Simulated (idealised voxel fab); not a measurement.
process module | voxel capacitor over wiring
cross-section cut | 270 nm wide | cells 5 nm
A cross-section is a grid of square cells, given in bands from the top down. A band is one or more rows of cells.
Each band's line starts with the height of the band's top and of its bottom, in nm. Then come its materials from left to right, each with its width in nm. One material with "throughout" fills the band from edge to edge. "air" is empty space.
Height 0 is the level under which the wafer as received is all one material. The lowest band goes on downwards, as in "0 down".
A width such as "30 to 40" changes by the same amount from each row of cells to the next, from the band's top row to its bottom row.
"no change" after a step means that no cell of the cross-section changed.
closed voids: empty space of 8 cells or more with no open way to the top, each as width x height at its distance from the left edge, in nm
after a step's settings: what the simulator itself notes on the step
overlay nm, on a step with a mask: how far to the right of its planned place the mask lay; to the left if negative
plan
1 op RECEIVE | material Si
2 op CONFORMAL_DEP | material SiO2 | thk nm 15
3 op DIRECTIONAL_DEP | material TiN | thk nm 5
4 op DIRECTIONAL_DEP | material Ru | thk nm 25
5 op PATTERN | tone cover | mask id METAL_1 | material resist | width nm 20 | pitch nm 75 | thk nm 15 | overlay nm 0
6 op DIRECTIONAL_ETCH | etch materials Ru | depth nm 25
7 op DIRECTIONAL_ETCH | etch materials TiN | depth nm 5
8 op STRIP | etch materials resist
9 op CONFORMAL_DEP | material SiN | thk nm 5
10 op FILL_DEP | material lowk | thk nm 10
11 op CMP | height nm 45
12 op CONFORMAL_DEP | material SiCN | thk nm 5
13 op DIRECTIONAL_DEP | material lowk | thk nm 10
14 op DIRECTIONAL_DEP | material aC | thk nm 10
15 op PATTERN | tone open | mask id PLUG_1 | material resist | width nm 15 | thk nm 25 | overlay nm 0
16 op DIRECTIONAL_ETCH | etch materials aC | depth nm 10
17 op STRIP | etch materials resist
18 op DIRECTIONAL_ETCH | etch materials lowk | depth nm 10
19 op DIRECTIONAL_ETCH | etch materials SiCN | depth nm 5
20 op STRIP | etch materials aC
21 op CONFORMAL_DEP | material TiN | thk nm 5
22 op FILL_DEP | material Ru | thk nm 10
23 op CMP | height nm 60
24 op DIRECTIONAL_DEP | material TiN | thk nm 10
25 op DIRECTIONAL_DEP | material SiN | thk nm 5
26 op DIRECTIONAL_DEP | material TiN | thk nm 10
27 op PATTERN | tone cover | mask id UPPER_PLATE | material resist | width nm 60 | thk nm 20 | overlay nm 0
28 op DIRECTIONAL_ETCH | etch materials TiN | depth nm 10
29 op DIRECTIONAL_ETCH | etch materials SiN | depth nm 5
30 op STRIP | etch materials resist
31 op MASKED_ETCH | tone cover | mask id LOWER_PLATE | width nm 70 | etch materials TiN | depth nm 10 | overlay nm 0
32 op FILL_DEP | material SiO2 | thk nm 20
33 op CMP | height nm 100
34 op DIRECTIONAL_DEP | material aC | thk nm 10
35 op PATTERN | tone open | mask id PLUG_2 | material resist | width nm 15 | thk nm 25 | overlay nm 0
36 op DIRECTIONAL_ETCH | etch materials aC | depth nm 10
37 op STRIP | etch materials resist
38 op DIRECTIONAL_ETCH | etch materials SiO2 | depth nm 15
39 op STRIP | etch materials aC
40 op CONFORMAL_DEP | material TiN | thk nm 5
41 op FILL_DEP | material Ru | thk nm 10
42 op CMP | height nm 100
43 op CONFORMAL_DEP | material SiN | thk nm 5
first wafer, as planned
as received, after step 1
  0 down: Si throughout
  closed voids: none
after step 2
  15 to 0: SiO2 throughout
  below 0: unchanged
after step 3
  20 to 15: TiN throughout
  below 15: unchanged
after step 4
  45 to 20: Ru throughout
  below 20: unchanged
after step 5
  60 to 45: air 85 | resist 20 | air 55 | resist 20 | air 90
  below 45: unchanged
after step 6
  60 to 45: air 85 | resist 20 | air 55 | resist 20 | air 90
  45 to 20: air 85 | Ru 20 | air 55 | Ru 20 | air 90
  below 20: unchanged
after step 7
  60 to 45: air 85 | resist 20 | air 55 | resist 20 | air 90
  45 to 20: air 85 | Ru 20 | air 55 | Ru 20 | air 90
  20 to 15: air 85 | TiN 20 | air 55 | TiN 20 | air 90
  below 15: unchanged
after step 8
  45 to 20: air 85 | Ru 20 | air 55 | Ru 20 | air 90
  below 20: unchanged
after step 9
  50 to 45: air 80 | SiN 30 | air 45 | SiN 30 | air 85
  45 to 20: air 80 | SiN 5 | Ru 20 | SiN 5 | air 45 | SiN 5 | Ru 20 | SiN 5 | air 85
  20 to 15: SiN 85 | TiN 20 | SiN 55 | TiN 20 | SiN 90
  below 15: unchanged
after step 10
  60 to 50: lowk throughout
  50 to 45: lowk 80 | SiN 30 | lowk 45 | SiN 30 | lowk 85
  45 to 20: lowk 80 | SiN 5 | Ru 20 | SiN 5 | lowk 45 | SiN 5 | Ru 20 | SiN 5 | lowk 85
  below 20: unchanged
after step 11
  45 to 20: lowk 80 | SiN 5 | Ru 20 | SiN 5 | lowk 45 | SiN 5 | Ru 20 | SiN 5 | lowk 85
  below 20: unchanged
after step 12
  50 to 45: SiCN throughout
  below 45: unchanged
after step 13
  60 to 50: lowk throughout
  below 50: unchanged
after step 14
  70 to 60: aC throughout
  below 60: unchanged
after step 15
  95 to 70: resist 90 | air 15 | resist 165
  below 70: unchanged
after step 16
  85 to 70: resist 90 | air 15 | resist 165
  70 to 60: aC 90 | air 15 | aC 165
  below 60: unchanged
after step 17
  70 to 60: aC 90 | air 15 | aC 165
  below 60: unchanged
after step 18
  70 to 60: aC 90 | air 15 | aC 165
  60 to 50: lowk 90 | air 15 | lowk 165
  below 50: unchanged
after step 19
  70 to 60: aC 90 | air 15 | aC 165
  60 to 50: lowk 90 | air 15 | lowk 165
  50 to 45: SiCN 90 | air 15 | SiCN 165
  below 45: unchanged
after step 20
  60 to 50: lowk 90 | air 15 | lowk 165
  below 50: unchanged
after step 21
  65 to 60: TiN 95 | air 5 | TiN 170
  60 to 50: lowk 90 | TiN 5 | air 5 | TiN 5 | lowk 165
  50 to 45: SiCN 90 | TiN 15 | SiCN 165
  below 45: unchanged
after step 22
  75 to 65: Ru throughout
  65 to 60: TiN 95 | Ru 5 | TiN 170
  60 to 50: lowk 90 | TiN 5 | Ru 5 | TiN 5 | lowk 165
  below 50: unchanged
after step 23
  60 to 50: lowk 90 | TiN 5 | Ru 5 | TiN 5 | lowk 165
  below 50: unchanged
after step 24
  70 to 60: TiN throughout
  below 60: unchanged
after step 25
  75 to 70: SiN throughout
  below 70: unchanged
after step 26
  85 to 75: TiN throughout
  below 75: unchanged
after step 27
  105 to 85: air 90 | resist 60 | air 120
  below 85: unchanged
after step 28
  105 to 85: air 90 | resist 60 | air 120
  85 to 75: air 90 | TiN 60 | air 120
  below 75: unchanged
after step 29
  105 to 85: air 90 | resist 60 | air 120
  85 to 75: air 90 | TiN 60 | air 120
  75 to 70: air 90 | SiN 60 | air 120
  below 70: unchanged
after step 30
  85 to 75: air 90 | TiN 60 | air 120
  below 75: unchanged
after step 31
  85 to 75: air 90 | TiN 60 | air 120
  75 to 70: air 90 | SiN 60 | air 120
  70 to 60: air 85 | TiN 70 | air 115
  below 60: unchanged
after step 32
  105 to 85: SiO2 throughout
  85 to 75: SiO2 90 | TiN 60 | SiO2 120
  75 to 70: SiO2 90 | SiN 60 | SiO2 120
  70 to 60: SiO2 85 | TiN 70 | SiO2 115
  below 60: unchanged
after step 33
  100 to 85: SiO2 throughout
  below 85: unchanged
after step 34
  110 to 100: aC throughout
  below 100: unchanged
after step 35
  135 to 110: resist 100 | air 15 | resist 155
  below 110: unchanged
after step 36
  125 to 110: resist 100 | air 15 | resist 155
  110 to 100: aC 100 | air 15 | aC 155
  below 100: unchanged
after step 37
  110 to 100: aC 100 | air 15 | aC 155
  below 100: unchanged
after step 38
  110 to 100: aC 100 | air 15 | aC 155
  100 to 85: SiO2 100 | air 15 | SiO2 155
  below 85: unchanged
after step 39
  100 to 85: SiO2 100 | air 15 | SiO2 155
  below 85: unchanged
after step 40
  105 to 100: TiN 105 | air 5 | TiN 160
  100 to 90: SiO2 100 | TiN 5 | air 5 | TiN 5 | SiO2 155
  90 to 85: SiO2 100 | TiN 15 | SiO2 155
  below 85: unchanged
after step 41
  115 to 105: Ru throughout
  105 to 100: TiN 105 | Ru 5 | TiN 160
  100 to 90: SiO2 100 | TiN 5 | Ru 5 | TiN 5 | SiO2 155
  below 90: unchanged
after step 42
  100 to 90: SiO2 100 | TiN 5 | Ru 5 | TiN 5 | SiO2 155
  below 90: unchanged
after step 43
  105 to 100: SiN throughout
  below 100: unchanged
second wafer: like start, like plan, one mistake. Through step 14 it matches the first wafer
when step 15 should have ended
  95 to 70: air 90 | resist 15 | air 165
  below 70: unchanged
when step 16 should have ended
  85 to 70: air 90 | resist 15 | air 165
  70 to 60: air 90 | aC 15 | air 165
  below 60: unchanged
when step 17 should have ended
  70 to 60: air 90 | aC 15 | air 165
  below 60: unchanged
when step 18 should have ended
  70 to 60: air 90 | aC 15 | air 165
  60 to 50: air 90 | lowk 15 | air 165
  below 50: unchanged
when step 19 should have ended
  70 to 60: air 90 | aC 15 | air 165
  60 to 50: air 90 | lowk 15 | air 165
  50 to 45: air 90 | SiCN 15 | air 165
  below 45: unchanged
when step 20 should have ended
  60 to 50: air 90 | lowk 15 | air 165
  below 50: unchanged
when step 21 should have ended
  65 to 60: air 85 | TiN 25 | air 160
  60 to 50: air 85 | TiN 5 | lowk 15 | TiN 5 | air 160
  50 to 45: TiN 90 | SiCN 15 | TiN 165
  below 45: unchanged
when step 22 should have ended
  75 to 65: Ru throughout
  65 to 60: Ru 85 | TiN 25 | Ru 160
  60 to 50: Ru 85 | TiN 5 | lowk 15 | TiN 5 | Ru 160
  below 50: unchanged
when step 23 should have ended
  60 to 50: Ru 85 | TiN 5 | lowk 15 | TiN 5 | Ru 160
  below 50: unchanged
when step 24 should have ended
  70 to 60: TiN throughout
  below 60: unchanged
when step 25 should have ended
  75 to 70: SiN throughout
  below 70: unchanged
when step 26 should have ended
  85 to 75: TiN throughout
  below 75: unchanged
when step 27 should have ended
  105 to 85: air 90 | resist 60 | air 120
  below 85: unchanged
when step 28 should have ended
  105 to 85: air 90 | resist 60 | air 120
  85 to 75: air 90 | TiN 60 | air 120
  below 75: unchanged
when step 29 should have ended
  105 to 85: air 90 | resist 60 | air 120
  85 to 75: air 90 | TiN 60 | air 120
  75 to 70: air 90 | SiN 60 | air 120
  below 70: unchanged
when step 30 should have ended
  85 to 75: air 90 | TiN 60 | air 120
  below 75: unchanged
when step 31 should have ended
  85 to 75: air 90 | TiN 60 | air 120
  75 to 70: air 90 | SiN 60 | air 120
  70 to 60: air 85 | TiN 70 | air 115
  below 60: unchanged
when step 32 should have ended
  105 to 85: SiO2 throughout
  85 to 75: SiO2 90 | TiN 60 | SiO2 120
  75 to 70: SiO2 90 | SiN 60 | SiO2 120
  70 to 60: SiO2 85 | TiN 70 | SiO2 115
  below 60: unchanged
when step 33 should have ended
  100 to 85: SiO2 throughout
  below 85: unchanged
when step 34 should have ended
  110 to 100: aC throughout
  below 100: unchanged
when step 35 should have ended
  135 to 110: resist 100 | air 15 | resist 155
  below 110: unchanged
when step 36 should have ended
  125 to 110: resist 100 | air 15 | resist 155
  110 to 100: aC 100 | air 15 | aC 155
  below 100: unchanged
when step 37 should have ended
  110 to 100: aC 100 | air 15 | aC 155
  below 100: unchanged
when step 38 should have ended
  110 to 100: aC 100 | air 15 | aC 155
  100 to 85: SiO2 100 | air 15 | SiO2 155
  below 85: unchanged
when step 39 should have ended
  100 to 85: SiO2 100 | air 15 | SiO2 155
  below 85: unchanged
when step 40 should have ended
  105 to 100: TiN 105 | air 5 | TiN 160
  100 to 90: SiO2 100 | TiN 5 | air 5 | TiN 5 | SiO2 155
  90 to 85: SiO2 100 | TiN 15 | SiO2 155
  below 85: unchanged
when step 41 should have ended
  115 to 105: Ru throughout
  105 to 100: TiN 105 | Ru 5 | TiN 160
  100 to 90: SiO2 100 | TiN 5 | Ru 5 | TiN 5 | SiO2 155
  below 90: unchanged
when step 42 should have ended
  100 to 90: SiO2 100 | TiN 5 | Ru 5 | TiN 5 | SiO2 155
  below 90: unchanged
when step 43 should have ended
  105 to 100: SiN throughout
  below 100: unchanged
what went wrong: step 15 ran as: op PATTERN | tone cover | mask id PLUG_1 | material resist | width nm 15 | thk nm 25 | overlay nm 0
at the end the second wafer has, in cells: 96 more of Ru | 48 fewer of SiCN | 48 more of TiN | 96 fewer of lowk
